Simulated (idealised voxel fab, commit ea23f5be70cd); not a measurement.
Process module name: voxel wiring stack
In the cross-section labelled cut, the width is 230 nm and each square cell is 5 nm.
For the purposes of this document, a cross-section shall be understood as a grid of square cells, specified as bands listed in top-to-bottom order, each band consisting of one or more rows of cells.
Band entry format. Leading values: height of top, height of bottom, nm. Remainder: materials in left-to-right order, each with its width in nm. Special words: "all across" on a single material, which then fills the band edge to edge; "empty", empty space.
Heights from 0 (as-received wafer is one material below). Bottom band endless downward, as "top 0, no bottom".
The expression "30..40" gives the width at the extremes of the band, the first number at its top row of cells and the second at its bottom row, with the width changing by equal amounts from each row to the next in between.
No cell of the cross-section changed in a step that is given as "no modifications".
Empty spaces without an open route to the top, at least 8 cells in extent, make up the entry "Entrapped voids"; each is given as width x height at distance, where the distance is measured from the left edge, and all are in nm.
Anything after a step's settings on that line? It's the simulator's own note about the step.
overlay nm: how far to the right of its planned place the mask lay on this masked step (negative: to the left).
Reading key. Pairs: pre-step and post-step cross-section, one process step apart; post-step view only to lowest changed band. Step between + settings: beneath pair. Runs: pairs may be from different runs of this module, same starting wafer. Continuation from pair above: only where "Pre-processing view" entry says.
Pre-processing view:
- top 150, bottom 135: 50 resist; 20 empty; 15 resist; 20 empty; 15 resist; 20 empty; 15 resist; 20 empty; 55 resist
- top 135, bottom 115: 50 lowk; 20 empty; 15 lowk; 20 empty; 15 lowk; 20 empty; 15 lowk; 20 empty; 55 lowk
- top 115, bottom 110: SiN all across
- top 110, bottom 90: 50 SiO2; 5 TiN; 5 Ru; 5 TiN; 55 SiO2; 5 TiN; 5 Ru; 5 TiN; 95 SiO2
- top 90, bottom 85: 50 SiCN; 15 TiN; 55 SiCN; 15 TiN; 95 SiCN
- top 85, bottom 80: 40 TiN; 10 SiO2; 5 TiN; 10 Ru; 5 TiN; 5 SiO2; 15 TiN; 10 Ru; 10 TiN; 10 SiO2; 5 TiN; 10 Ru; 5 TiN; 5 SiO2; 15 TiN; 10 Ru; 60 TiN
- top 80, bottom 70: 50 SiO2; 5 TiN; 10 Ru; 5 TiN; 15 SiO2; 5 TiN; 10 Ru; 5 TiN; 15 SiO2; 5 TiN; 10 Ru; 5 TiN; 15 SiO2; 5 TiN; 10 Ru; 5 TiN; 55 SiO2
- top 70, bottom 65: 40 SiO2; 10 SiCN; 20 TiN; 5 SiCN; 10 SiO2; 5 TiN; 10 Ru; 5 TiN; 5 SiO2; 10 SiCN; 20 TiN; 5 SiCN; 10 SiO2; 5 TiN; 10 Ru; 5 TiN; 55 SiO2
- top 65, bottom 60: 45 SiCN; 25 Ru; 15 SiCN; 20 TiN; 10 SiCN; 25 Ru; 15 SiCN; 20 TiN; 55 SiCN
- top 60, bottom 45: 50 SiO2; 15 Ru; 55 SiO2; 15 Ru; 95 SiO2
- top 45, bottom 40: 50 SiCN; 15 Ru; 55 SiCN; 15 Ru; 95 SiCN
- top 40, bottom 15: 45 SiO2; 5 SiCN; 20 Ru; 5 SiCN; 5 SiO2; 5 SiCN; 20 Ru; 5 SiCN; 5 SiO2; 5 SiCN; 20 Ru; 5 SiCN; 5 SiO2; 5 SiCN; 20 Ru; 5 SiCN; 50 SiO2
- top 15, bottom 10: 50 SiCN; 20 TiN; 15 SiCN; 20 TiN; 15 SiCN; 20 TiN; 15 SiCN; 20 TiN; 55 SiCN
- top 10, bottom 0: SiO2 all across
- top 0, no bottom: Si all across
- Entrapped voids: none
Post-Process View:
- top 150, bottom 135: 50 resist; 20 empty; 15 resist; 20 empty; 15 resist; 20 empty; 15 resist; 20 empty; 55 resist
- top 135, bottom 115: 50 lowk; 20 empty; 15 lowk; 20 empty; 15 lowk; 20 empty; 15 lowk; 20 empty; 55 lowk
- top 115, bottom 110: 50 SiN; 20 empty; 15 SiN; 20 empty; 15 SiN; 20 empty; 15 SiN; 20 empty; 55 SiN
- Beneath the level 110, the cross-section is identical to its previous state.
- Entrapped voids: none
Between the two cross-sections shown above lies DIRECTIONAL_ETCH [etch materials SiN] [depth nm 5]
Pre-processing view: = after-state of the pair above.
Post-Process View:
- top 135, bottom 115: 50 lowk; 20 empty; 15 lowk; 20 empty; 15 lowk; 20 empty; 15 lowk; 20 empty; 55 lowk
- Beneath the level 115, the cross-section is identical to its previous state.
- Entrapped voids: none
Between the two cross-sections shown above lies STRIP [etch materials resist]
Pre-processing view: = after-state of the pair above.
Post-Process View:
- top 140, bottom 135: 55 TiN; 10 empty; 25 TiN; 10 empty; 25 TiN; 10 empty; 25 TiN; 10 empty; 60 TiN
- top 135, bottom 115: 50 lowk; 5 TiN; 10 empty; 5 TiN; 15 lowk; 5 TiN; 10 empty; 5 TiN; 15 lowk; 5 TiN; 10 empty; 5 TiN; 15 lowk; 5 TiN; 10 empty; 5 TiN; 55 lowk
- top 115, bottom 110: 50 SiN; 20 TiN; 15 SiN; 20 TiN; 15 SiN; 20 TiN; 15 SiN; 20 TiN; 55 SiN
- Beneath the level 110, the cross-section is identical to its previous state.
- Entrapped voids: none
Between the two cross-sections shown above lies CONFORMAL_DEP [material TiN] [thk nm 5]
Pre-processing view: = after-state of the pair above.
Post-Process View:
- top 145, bottom 140: Cu all across
- top 140, bottom 135: 55 TiN; 10 Cu; 25 TiN; 10 Cu; 25 TiN; 10 Cu; 25 TiN; 10 Cu; 60 TiN
- top 135, bottom 115: 50 lowk; 5 TiN; 10 Cu; 5 TiN; 15 lowk; 5 TiN; 10 Cu; 5 TiN; 15 lowk; 5 TiN; 10 Cu; 5 TiN; 15 lowk; 5 TiN; 10 Cu; 5 TiN; 55 lowk
- Beneath the level 115, the cross-section is identical to its previous state.
- Entrapped voids: none
Between the two cross-sections shown above lies FILL_DEP [material Cu] [thk nm 5]
Pre-processing view: = after-state of the pair above.
Post-Process View:
- top 135, bottom 115: 50 lowk; 5 TiN; 10 Cu; 5 TiN; 15 lowk; 5 TiN; 10 Cu; 5 TiN; 15 lowk; 5 TiN; 10 Cu; 5 TiN; 15 lowk; 5 TiN; 10 Cu; 5 TiN; 55 lowk
- Beneath the level 115, the cross-section is identical to its previous state.
- Entrapped voids: none
Between the two cross-sections shown above lies CMP [height nm 135]
Pre-processing view: = after-state of the pair above.
Post-Process View:
- top 140, bottom 135: SiCN all across
- Beneath the level 135, the cross-section is identical to its previous state.
- Entrapped voids: none
Between the two cross-sections shown above lies CONFORMAL_DEP [material SiCN] [thk nm 5]
Pre-processing view: = after-state of the pair above.
Post-Process View:
- top 165, bottom 140: lowk all across
- Beneath the level 140, the cross-section is identical to its previous state.
- Entrapped voids: none
Between the two cross-sections shown above lies DIRECTIONAL_DEP [material lowk] [thk nm 25]
Pre-processing view: = after-state of the pair above.
Post-Process View:
- top 165, bottom 140: 50 lowk; 15 empty; 20 lowk; 15 empty; 20 lowk; 15 empty; 20 lowk; 15 empty; 60 lowk
- Beneath the level 140, the cross-section is identical to its previous state.
- Entrapped voids: none
Between the two cross-sections shown above lies MASKED_ETCH [tone open] [mask id METAL_4_HOLES] [width nm 15] [pitch nm 35] [etch materials lowk] [depth nm 25] [overlay nm 0]
Pre-processing view: = after-state of the pair above.
Post-Process View:
- top 165, bottom 150: 50 lowk; 20 empty; 15 lowk; 20 empty; 15 lowk; 20 empty; 15 lowk; 20 empty; 55 lowk
- Beneath the level 150, the cross-section is identical to its previous state.
- Entrapped voids: none
Between the two cross-sections shown above lies MASKED_ETCH [tone open] [mask id METAL_4] [width nm 20] [pitch nm 35] [etch materials lowk] [depth nm 15] [overlay nm 0]
Pre-processing view: = after-state of the pair above.
Post-Process View:
- top 165, bottom 150: 50 lowk; 20 empty; 15 lowk; 20 empty; 15 lowk; 20 empty; 15 lowk; 20 empty; 55 lowk
- top 150, bottom 140: 50 lowk; 15 empty; 20 lowk; 15 empty; 20 lowk; 15 empty; 20 lowk; 15 empty; 60 lowk
- top 140, bottom 135: 50 SiCN; 15 empty; 20 SiCN; 15 empty; 20 SiCN; 15 empty; 20 SiCN; 15 empty; 60 SiCN
- Beneath the level 135, the cross-section is identical to its previous state.
- Entrapped voids: none
Between the two cross-sections shown above lies MASKED_ETCH [tone open] [mask id METAL_4] [width nm 20] [pitch nm 35] [etch materials SiCN] [depth nm 5] [overlay nm 0]
Pre-processing view: = after-state of the pair above.
Post-Process View:
- top 170, bottom 165: 55 TiN; 10 empty; 25 TiN; 10 empty; 25 TiN; 10 empty; 25 TiN; 10 empty; 60 TiN
- top 165, bottom 155: 50 lowk; 5 TiN; 10 empty; 5 TiN; 15 lowk; 5 TiN; 10 empty; 5 TiN; 15 lowk; 5 TiN; 10 empty; 5 TiN; 15 lowk; 5 TiN; 10 empty; 5 TiN; 55 lowk
- top 155, bottom 150: 50 lowk; 5 TiN; 5 empty; 10 TiN; 15 lowk; 5 TiN; 5 empty; 10 TiN; 15 lowk; 5 TiN; 5 empty; 10 TiN; 15 lowk; 5 TiN; 5 empty; 10 TiN; 55 lowk
- top 150, bottom 140: 50 lowk; 5 TiN; 5 empty; 5 TiN; 20 lowk; 5 TiN; 5 empty; 5 TiN; 20 lowk; 5 TiN; 5 empty; 5 TiN; 20 lowk; 5 TiN; 5 empty; 5 TiN; 60 lowk
- top 140, bottom 135: 50 SiCN; 15 TiN; 20 SiCN; 15 TiN; 20 SiCN; 15 TiN; 20 SiCN; 15 TiN; 60 SiCN
- Beneath the level 135, the cross-section is identical to its previous state.
- Entrapped voids: none
Between the two cross-sections shown above lies CONFORMAL_DEP [material TiN] [thk nm 5]
Pre-processing view: = after-state of the pair above.
Post-Process View:
- top 180, bottom 170: Cu all across
- top 170, bottom 165: 55 TiN; 10 Cu; 25 TiN; 10 Cu; 25 TiN; 10 Cu; 25 TiN; 10 Cu; 60 TiN
- top 165, bottom 155: 50 lowk; 5 TiN; 10 Cu; 5 TiN; 15 lowk; 5 TiN; 10 Cu; 5 TiN; 15 lowk; 5 TiN; 10 Cu; 5 TiN; 15 lowk; 5 TiN; 10 Cu; 5 TiN; 55 lowk
- top 155, bottom 150: 50 lowk; 5 TiN; 5 Cu; 10 TiN; 15 lowk; 5 TiN; 5 Cu; 10 TiN; 15 lowk; 5 TiN; 5 Cu; 10 TiN; 15 lowk; 5 TiN; 5 Cu; 10 TiN; 55 lowk
- top 150, bottom 140: 50 lowk; 5 TiN; 5 Cu; 5 TiN; 20 lowk; 5 TiN; 5 Cu; 5 TiN; 20 lowk; 5 TiN; 5 Cu; 5 TiN; 20 lowk; 5 TiN; 5 Cu; 5 TiN; 60 lowk
- Beneath the level 140, the cross-section is identical to its previous state.
- Entrapped voids: none
Between the two cross-sections shown above lies FILL_DEP [material Cu] [thk nm 10]
Pre-processing view: = after-state of the pair above.
Post-Process View:
- top 165, bottom 155: 50 lowk; 5 TiN; 10 Cu; 5 TiN; 15 lowk; 5 TiN; 10 Cu; 5 TiN; 15 lowk; 5 TiN; 10 Cu; 5 TiN; 15 lowk; 5 TiN; 10 Cu; 5 TiN; 55 lowk
- Beneath the level 155, the cross-section is identical to its previous state.
- Entrapped voids: none
Between the two cross-sections shown above lies CMP [height nm 165]
Pre-processing view: = after-state of the pair above.
Post-Process View:
- top 170, bottom 165: SiCN all across
- Beneath the level 165, the cross-section is identical to its previous state.
- Entrapped voids: none
Between the two cross-sections shown above lies CONFORMAL_DEP [material SiCN] [thk nm 5]
Pre-processing view:
- top 65, bottom 45: SiO2 all across
- top 45, bottom 40: SiCN all across
- top 40, bottom 15: 45 SiO2; 5 SiCN; 20 Ru; 5 SiCN; 5 SiO2; 5 SiCN; 20 Ru; 5 SiCN; 5 SiO2; 5 SiCN; 20 Ru; 5 SiCN; 5 SiO2; 5 SiCN; 20 Ru; 5 SiCN; 50 SiO2
- top 15, bottom 10: 50 SiCN; 20 TiN; 15 SiCN; 20 TiN; 15 SiCN; 20 TiN; 15 SiCN; 20 TiN; 55 SiCN
- top 10, bottom 0: SiO2 all across
- top 0, no bottom: Si all across
- Entrapped voids: none
Post-Process View:
- top 65, bottom 45: 50 SiO2; 20 empty; 50 SiO2; 20 empty; 90 SiO2
- Beneath the level 45, the cross-section is identical to its previous state.
- Entrapped voids: none
Between the two cross-sections shown above lies MASKED_ETCH [tone open] [mask id PLUG_1] [width nm 20] [pitch nm 70] [etch materials SiO2] [depth nm 20] [overlay nm 0]
Pre-processing view: = after-state of the pair above.
Post-Process View:
- top 65, bottom 45: 50 SiO2; 20 empty; 50 SiO2; 20 empty; 90 SiO2
- top 45, bottom 40: 50 SiCN; 15 empty; 55 SiCN; 15 empty; 95 SiCN
- Beneath the level 40, the cross-section is identical to its previous state.
- Entrapped voids: none
Between the two cross-sections shown above lies MASKED_ETCH [tone open] [mask id PLUG_1] [width nm 15] [pitch nm 70] [etch materials SiCN] [depth nm 5] [overlay nm 0]
Pre-processing view: = after-state of the pair above.
Post-Process View:
- top 65, bottom 50: 50 SiO2; 20 empty; 50 SiO2; 20 empty; 90 SiO2
- top 50, bottom 45: 50 SiO2; 20 Ru; 50 SiO2; 20 Ru; 90 SiO2
- top 45, bottom 40: 50 SiCN; 15 Ru; 55 SiCN; 15 Ru; 95 SiCN
- Beneath the level 40, the cross-section is identical to its previous state.
- Entrapped voids: none
Between the two cross-sections shown above lies EPI [material Ru] [thk nm 10]
Pre-processing view: = after-state of the pair above.
Post-Process View:
- top 65, bottom 60: 50 SiO2; 20 empty; 50 SiO2; 20 empty; 90 SiO2
- top 60, bottom 45: 50 SiO2; 20 Ru; 50 SiO2; 20 Ru; 90 SiO2
- Beneath the level 45, the cross-section is identical to its previous state.
- Entrapped voids: none
Between the two cross-sections shown above lies EPI [material Ru] [thk nm 10]
Pre-processing view: = after-state of the pair above.
Post-Process View:
- top 65, bottom 45: 50 SiO2; 20 Ru; 50 SiO2; 20 Ru; 90 SiO2
- Beneath the level 45, the cross-section is identical to its previous state.
- Entrapped voids: none
Between the two cross-sections shown above lies EPI [material Ru] [thk nm 5]
Pre-processing view: = after-state of the pair above.
Post-Process View:
- top 70, bottom 65: SiCN all across
- Beneath the level 65, the cross-section is identical to its previous state.
- Entrapped voids: none
Between the two cross-sections shown above lies CONFORMAL_DEP [material SiCN] [thk nm 5]
Pre-processing view: = after-state of the pair above.
Post-Process View:
- top 85, bottom 70: SiO2 all across
- Beneath the level 70, the cross-section is identical to its previous state.
- Entrapped voids: none
Between the two cross-sections shown above lies DIRECTIONAL_DEP [material SiO2] [thk nm 15]
Pre-processing view: = after-state of the pair above.
Post-Process View:
- top 95, bottom 85: aC all across
- Beneath the level 85, the cross-section is identical to its previous state.
- Entrapped voids: none
Between the two cross-sections shown above lies DIRECTIONAL_DEP [material aC] [thk nm 10]
Pre-processing view: = after-state of the pair above.
Post-Process View:
- top 120, bottom 95: 50 resist; 20 empty; 15 resist; 20 empty; 15 resist; 20 empty; 15 resist; 20 empty; 55 resist
- Beneath the level 95, the cross-section is identical to its previous state.
- Entrapped voids: none
Between the two cross-sections shown above lies PATTERN [tone open] [mask id METAL_2] [material resist] [width nm 20] [pitch nm 35] [thk nm 25] [overlay nm 0]
Pre-processing view: = after-state of the pair above.
Post-Process View:
- top 110, bottom 95: 50 resist; 20 empty; 15 resist; 20 empty; 15 resist; 20 empty; 15 resist; 20 empty; 55 resist
- top 95, bottom 85: 50 aC; 20 empty; 15 aC; 20 empty; 15 aC; 20 empty; 15 aC; 20 empty; 55 aC
- Beneath the level 85, the cross-section is identical to its previous state.
- Entrapped voids: none
Between the two cross-sections shown above lies DIRECTIONAL_ETCH [etch materials aC] [depth nm 10]
Pre-processing view: = after-state of the pair above.
Post-Process View:
- top 95, bottom 85: 50 aC; 20 empty; 15 aC; 20 empty; 15 aC; 20 empty; 15 aC; 20 empty; 55 aC
- Beneath the level 85, the cross-section is identical to its previous state.
- Entrapped voids: none
Between the two cross-sections shown above lies STRIP [etch materials resist]
Pre-processing view: = after-state of the pair above.
Post-Process View:
- top 95, bottom 85: 50 aC; 20 empty; 15 aC; 20 empty; 15 aC; 20 empty; 15 aC; 20 empty; 55 aC
- top 85, bottom 70: 50 SiO2; 20 empty; 15 SiO2; 20 empty; 15 SiO2; 20 empty; 15 SiO2; 20 empty; 55 SiO2
- Beneath the level 70, the cross-section is identical to its previous state.
- Entrapped voids: none
Between the two cross-sections shown above lies DIRECTIONAL_ETCH [etch materials SiO2] [depth nm 15]
Pre-processing view: = after-state of the pair above.
Post-Process View:
- top 95, bottom 85: 50 aC; 20 empty; 15 aC; 20 empty; 15 aC; 20 empty; 15 aC; 20 empty; 55 aC
- top 85, bottom 70: 50 SiO2; 20 empty; 15 SiO2; 20 empty; 15 SiO2; 20 empty; 15 SiO2; 20 empty; 55 SiO2
- top 70, bottom 65: 50 SiCN; 20 empty; 15 SiCN; 20 empty; 15 SiCN; 20 empty; 15 SiCN; 20 empty; 55 SiCN
- Beneath the level 65, the cross-section is identical to its previous state.
- Entrapped voids: none
Between the two cross-sections shown above lies DIRECTIONAL_ETCH [etch materials SiCN] [depth nm 5]
Pre-processing view: = after-state of the pair above.
Post-Process View:
- top 85, bottom 70: 50 SiO2; 20 empty; 15 SiO2; 20 empty; 15 SiO2; 20 empty; 15 SiO2; 20 empty; 55 SiO2
- Beneath the level 70, the cross-section is identical to its previous state.
- Entrapped voids: none
Between the two cross-sections shown above lies STRIP [etch materials aC]
Pre-processing view: = after-state of the pair above.
Post-Process View:
- top 90, bottom 85: 55 TiN; 10 empty; 25 TiN; 10 empty; 25 TiN; 10 empty; 25 TiN; 10 empty; 60 TiN
- top 85, bottom 70: 50 SiO2; 5 TiN; 10 empty; 5 TiN; 15 SiO2; 5 TiN; 10 empty; 5 TiN; 15 SiO2; 5 TiN; 10 empty; 5 TiN; 15 SiO2; 5 TiN; 10 empty; 5 TiN; 55 SiO2
- top 70, bottom 65: 50 SiCN; 20 TiN; 15 SiCN; 20 TiN; 15 SiCN; 20 TiN; 15 SiCN; 20 TiN; 55 SiCN
- Beneath the level 65, the cross-section is identical to its previous state.
- Entrapped voids: none
Between the two cross-sections shown above lies CONFORMAL_DEP [material TiN] [thk nm 5]
Pre-processing view: = after-state of the pair above.
Post-Process View:
- top 100, bottom 90: Ru all across
- top 90, bottom 85: 55 TiN; 10 Ru; 25 TiN; 10 Ru; 25 TiN; 10 Ru; 25 TiN; 10 Ru; 60 TiN
- top 85, bottom 70: 50 SiO2; 5 TiN; 10 Ru; 5 TiN; 15 SiO2; 5 TiN; 10 Ru; 5 TiN; 15 SiO2; 5 TiN; 10 Ru; 5 TiN; 15 SiO2; 5 TiN; 10 Ru; 5 TiN; 55 SiO2
- Beneath the level 70, the cross-section is identical to its previous state.
- Entrapped voids: none
Between the two cross-sections shown above lies FILL_DEP [material Ru] [thk nm 10]
Pre-processing view: = after-state of the pair above.
Post-Process View:
- top 85, bottom 70: 50 SiO2; 5 TiN; 10 Ru; 5 TiN; 15 SiO2; 5 TiN; 10 Ru; 5 TiN; 15 SiO2; 5 TiN; 10 Ru; 5 TiN; 15 SiO2; 5 TiN; 10 Ru; 5 TiN; 55 SiO2
- Beneath the level 70, the cross-section is identical to its previous state.
- Entrapped voids: none
Between the two cross-sections shown above lies CMP [height nm 85]
Pre-processing view: = after-state of the pair above.
Post-Process View:
- top 90, bottom 85: SiCN all across
- Beneath the level 85, the cross-section is identical to its previous state.
- Entrapped voids: none
Between the two cross-sections shown above lies CONFORMAL_DEP [material SiCN] [thk nm 5]
Pre-processing view: = after-state of the pair above.
Post-Process View:
- top 110, bottom 90: SiO2 all across
- Beneath the level 90, the cross-section is identical to its previous state.
- Entrapped voids: none
Between the two cross-sections shown above lies DIRECTIONAL_DEP [material SiO2] [thk nm 20]
Pre-processing view: = after-state of the pair above.
Post-Process View:
- top 130, bottom 110: 50 resist; 15 empty; 55 resist; 15 empty; 95 resist
- Beneath the level 110, the cross-section is identical to its previous state.
- Entrapped voids: none
Between the two cross-sections shown above lies PATTERN [tone open] [mask id PLUG_2] [material resist] [width nm 15] [pitch nm 70] [thk nm 20] [overlay nm 0]
Pre-processing view: = after-state of the pair above.
Post-Process View:
- top 130, bottom 110: 50 resist; 15 empty; 55 resist; 15 empty; 95 resist
- top 110, bottom 90: 50 SiO2; 15 empty; 55 SiO2; 15 empty; 95 SiO2
- Beneath the level 90, the cross-section is identical to its previous state.
- Entrapped voids: none
Between the two cross-sections shown above lies DIRECTIONAL_ETCH [etch materials SiO2] [depth nm 20]
Pre-processing view: = after-state of the pair above.
Post-Process View:
- top 130, bottom 110: 50 resist; 15 empty; 55 resist; 15 empty; 95 resist
- top 110, bottom 90: 50 SiO2; 15 empty; 55 SiO2; 15 empty; 95 SiO2
- top 90, bottom 85: 50 SiCN; 15 empty; 55 SiCN; 15 empty; 95 SiCN
- Beneath the level 85, the cross-section is identical to its previous state.
- Entrapped voids: none
Between the two cross-sections shown above lies DIRECTIONAL_ETCH [etch materials SiCN] [depth nm 5]
Pre-processing view: = after-state of the pair above.
Post-Process View:
- top 110, bottom 90: 50 SiO2; 15 empty; 55 SiO2; 15 empty; 95 SiO2
- Beneath the level 90, the cross-section is identical to its previous state.
- Entrapped voids: none
Between the two cross-sections shown above lies STRIP [etch materials resist]
Pre-processing view: = after-state of the pair above.
Post-Process View:
- top 115, bottom 110: 55 TiN; 5 empty; 65 TiN; 5 empty; 100 TiN
- top 110, bottom 90: 50 SiO2; 5 TiN; 5 empty; 5 TiN; 55 SiO2; 5 TiN; 5 empty; 5 TiN; 95 SiO2
- top 90, bottom 85: 50 SiCN; 15 TiN; 55 SiCN; 15 TiN; 95 SiCN
- Beneath the level 85, the cross-section is identical to its previous state.
- Entrapped voids: none
Between the two cross-sections shown above lies CONFORMAL_DEP [material TiN] [thk nm 5]
Pre-processing view: = after-state of the pair above.
Post-Process View:
- top 120, bottom 115: Ru all across
- top 115, bottom 110: 55 TiN; 5 Ru; 65 TiN; 5 Ru; 100 TiN
- top 110, bottom 90: 50 SiO2; 5 TiN; 5 Ru; 5 TiN; 55 SiO2; 5 TiN; 5 Ru; 5 TiN; 95 SiO2
- Beneath the level 90, the cross-section is identical to its previous state.
- Entrapped voids: none
Between the two cross-sections shown above lies FILL_DEP [material Ru] [thk nm 5]
Pre-processing view: = after-state of the pair above.
Post-Process View:
- top 110, bottom 90: 50 SiO2; 5 TiN; 5 Ru; 5 TiN; 55 SiO2; 5 TiN; 5 Ru; 5 TiN; 95 SiO2
- Beneath the level 90, the cross-section is identical to its previous state.
- Entrapped voids: none
Between the two cross-sections shown above lies CMP [height nm 110]
Pre-processing view: = after-state of the pair above.
Post-Process View:
- top 115, bottom 110: SiN all across
- Beneath the level 110, the cross-section is identical to its previous state.
- Entrapped voids: none
Between the two cross-sections shown above lies CONFORMAL_DEP [material SiN] [thk nm 5]
Pre-processing view: = after-state of the pair above.
Post-Process View:
- top 135, bottom 115: lowk all across
- Beneath the level 115, the cross-section is identical to its previous state.
- Entrapped voids: none
Between the two cross-sections shown above lies DIRECTIONAL_DEP [material lowk] [thk nm 20]
Pre-processing view: = after-state of the pair above.
Post-Process View:
- top 150, bottom 135: 50 resist; 20 empty; 15 resist; 20 empty; 15 resist; 20 empty; 15 resist; 20 empty; 55 resist
- Beneath the level 135, the cross-section is identical to its previous state.
- Entrapped voids: none
Between the two cross-sections shown above lies PATTERN [tone open] [mask id METAL_3] [material resist] [width nm 20] [pitch nm 35] [thk nm 15] [overlay nm 0]
Pre-processing view: = after-state of the pair above.
Post-Process View:
- top 150, bottom 135: 50 resist; 20 empty; 15 resist; 20 empty; 15 resist; 20 empty; 15 resist; 20 empty; 55 resist
- top 135, bottom 115: 50 lowk; 20 empty; 15 lowk; 20 empty; 15 lowk; 20 empty; 15 lowk; 20 empty; 55 lowk
- Beneath the level 115, the cross-section is identical to its previous state.
- Entrapped voids: none
Between the two cross-sections shown above lies DIRECTIONAL_ETCH [etch materials lowk] [depth nm 20]
Pre-processing view: = after-state of the pair above.
Post-Process View:
- top 150, bottom 135: 50 resist; 20 empty; 15 resist; 20 empty; 15 resist; 20 empty; 15 resist; 20 empty; 55 resist
- top 135, bottom 115: 50 lowk; 20 empty; 15 lowk; 20 empty; 15 lowk; 20 empty; 15 lowk; 20 empty; 55 lowk
- top 115, bottom 110: 50 SiN; 20 empty; 15 SiN; 20 empty; 15 SiN; 20 empty; 15 SiN; 20 empty; 55 SiN
- Beneath the level 110, the cross-section is identical to its previous state.
- Entrapped voids: none
Between the two cross-sections shown above lies DIRECTIONAL_ETCH [etch materials SiN] [depth nm 5]
Pre-processing view: = after-state of the pair above.
Post-Process View:
- top 135, bottom 115: 50 lowk; 20 empty; 15 lowk; 20 empty; 15 lowk; 20 empty; 15 lowk; 20 empty; 55 lowk
- Beneath the level 115, the cross-section is identical to its previous state.
- Entrapped voids: none
Between the two cross-sections shown above lies STRIP [etch materials resist]
Pre-processing view: = after-state of the pair above.
Post-Process View:
- top 140, bottom 135: 55 TiN; 10 empty; 25 TiN; 10 empty; 25 TiN; 10 empty; 25 TiN; 10 empty; 60 TiN
- top 135, bottom 115: 50 lowk; 5 TiN; 10 empty; 5 TiN; 15 lowk; 5 TiN; 10 empty; 5 TiN; 15 lowk; 5 TiN; 10 empty; 5 TiN; 15 lowk; 5 TiN; 10 empty; 5 TiN; 55 lowk
- top 115, bottom 110: 50 SiN; 20 TiN; 15 SiN; 20 TiN; 15 SiN; 20 TiN; 15 SiN; 20 TiN; 55 SiN
- Beneath the level 110, the cross-section is identical to its previous state.
- Entrapped voids: none
Between the two cross-sections shown above lies CONFORMAL_DEP [material TiN] [thk nm 5]
Pre-processing view: = after-state of the pair above.
Post-Process View:
- top 145, bottom 140: Cu all across
- top 140, bottom 135: 55 TiN; 10 Cu; 25 TiN; 10 Cu; 25 TiN; 10 Cu; 25 TiN; 10 Cu; 60 TiN
- top 135, bottom 115: 50 lowk; 5 TiN; 10 Cu; 5 TiN; 15 lowk; 5 TiN; 10 Cu; 5 TiN; 15 lowk; 5 TiN; 10 Cu; 5 TiN; 15 lowk; 5 TiN; 10 Cu; 5 TiN; 55 lowk
- Beneath the level 115, the cross-section is identical to its previous state.
- Entrapped voids: none
Between the two cross-sections shown above lies FILL_DEP [material Cu] [thk nm 5]
Pre-processing view: = after-state of the pair above.
Post-Process View:
- top 135, bottom 115: 50 lowk; 5 TiN; 10 Cu; 5 TiN; 15 lowk; 5 TiN; 10 Cu; 5 TiN; 15 lowk; 5 TiN; 10 Cu; 5 TiN; 15 lowk; 5 TiN; 10 Cu; 5 TiN; 55 lowk
- Beneath the level 115, the cross-section is identical to its previous state.
- Entrapped voids: none
Between the two cross-sections shown above lies CMP [height nm 135]
Pre-processing view: = after-state of the pair above.
Post-Process View:
- top 140, bottom 135: SiCN all across
- Beneath the level 135, the cross-section is identical to its previous state.
- Entrapped voids: none
Between the two cross-sections shown above lies CONFORMAL_DEP [material SiCN] [thk nm 5]
Pre-processing view: = after-state of the pair above.
Post-Process View:
- top 165, bottom 140: lowk all across
- Beneath the level 140, the cross-section is identical to its previous state.
- Entrapped voids: none
Between the two cross-sections shown above lies DIRECTIONAL_DEP [material lowk] [thk nm 25]
Pre-processing view: = after-state of the pair above.
Post-Process View:
- top 165, bottom 140: 50 lowk; 15 empty; 20 lowk; 15 empty; 20 lowk; 15 empty; 20 lowk; 15 empty; 60 lowk
- Beneath the level 140, the cross-section is identical to its previous state.
- Entrapped voids: none
Between the two cross-sections shown above lies MASKED_ETCH [tone open] [mask id METAL_4_HOLES] [width nm 15] [pitch nm 35] [etch materials lowk] [depth nm 25] [overlay nm 0]
Pre-processing view: = after-state of the pair above.
Post-Process View:
- top 165, bottom 150: 50 lowk; 20 empty; 15 lowk; 20 empty; 15 lowk; 20 empty; 15 lowk; 20 empty; 55 lowk
- Beneath the level 150, the cross-section is identical to its previous state.
- Entrapped voids: none
Between the two cross-sections shown above lies MASKED_ETCH [tone open] [mask id METAL_4] [width nm 20] [pitch nm 35] [etch materials lowk] [depth nm 15] [overlay nm 0]
Pre-processing view: = after-state of the pair above.
Post-Process View:
- top 165, bottom 150: 50 lowk; 20 empty; 15 lowk; 20 empty; 15 lowk; 20 empty; 15 lowk; 20 empty; 55 lowk
- top 150, bottom 140: 50 lowk; 15 empty; 20 lowk; 15 empty; 20 lowk; 15 empty; 20 lowk; 15 empty; 60 lowk
- top 140, bottom 135: 50 SiCN; 15 empty; 20 SiCN; 15 empty; 20 SiCN; 15 empty; 20 SiCN; 15 empty; 60 SiCN
- Beneath the level 135, the cross-section is identical to its previous state.
- Entrapped voids: none
Between the two cross-sections shown above lies MASKED_ETCH [tone open] [mask id METAL_4] [width nm 20] [pitch nm 35] [etch materials SiCN] [depth nm 5] [overlay nm 0]
Pre-processing view: = after-state of the pair above.
Post-Process View:
- top 170, bottom 165: 55 TiN; 10 empty; 25 TiN; 10 empty; 25 TiN; 10 empty; 25 TiN; 10 empty; 60 TiN
- top 165, bottom 155: 50 lowk; 5 TiN; 10 empty; 5 TiN; 15 lowk; 5 TiN; 10 empty; 5 TiN; 15 lowk; 5 TiN; 10 empty; 5 TiN; 15 lowk; 5 TiN; 10 empty; 5 TiN; 55 lowk
- top 155, bottom 150: 50 lowk; 5 TiN; 5 empty; 10 TiN; 15 lowk; 5 TiN; 5 empty; 10 TiN; 15 lowk; 5 TiN; 5 empty; 10 TiN; 15 lowk; 5 TiN; 5 empty; 10 TiN; 55 lowk
- top 150, bottom 140: 50 lowk; 5 TiN; 5 empty; 5 TiN; 20 lowk; 5 TiN; 5 empty; 5 TiN; 20 lowk; 5 TiN; 5 empty; 5 TiN; 20 lowk; 5 TiN; 5 empty; 5 TiN; 60 lowk
- top 140, bottom 135: 50 SiCN; 15 TiN; 20 SiCN; 15 TiN; 20 SiCN; 15 TiN; 20 SiCN; 15 TiN; 60 SiCN
- Beneath the level 135, the cross-section is identical to its previous state.
- Entrapped voids: none
Between the two cross-sections shown above lies CONFORMAL_DEP [material TiN] [thk nm 5]
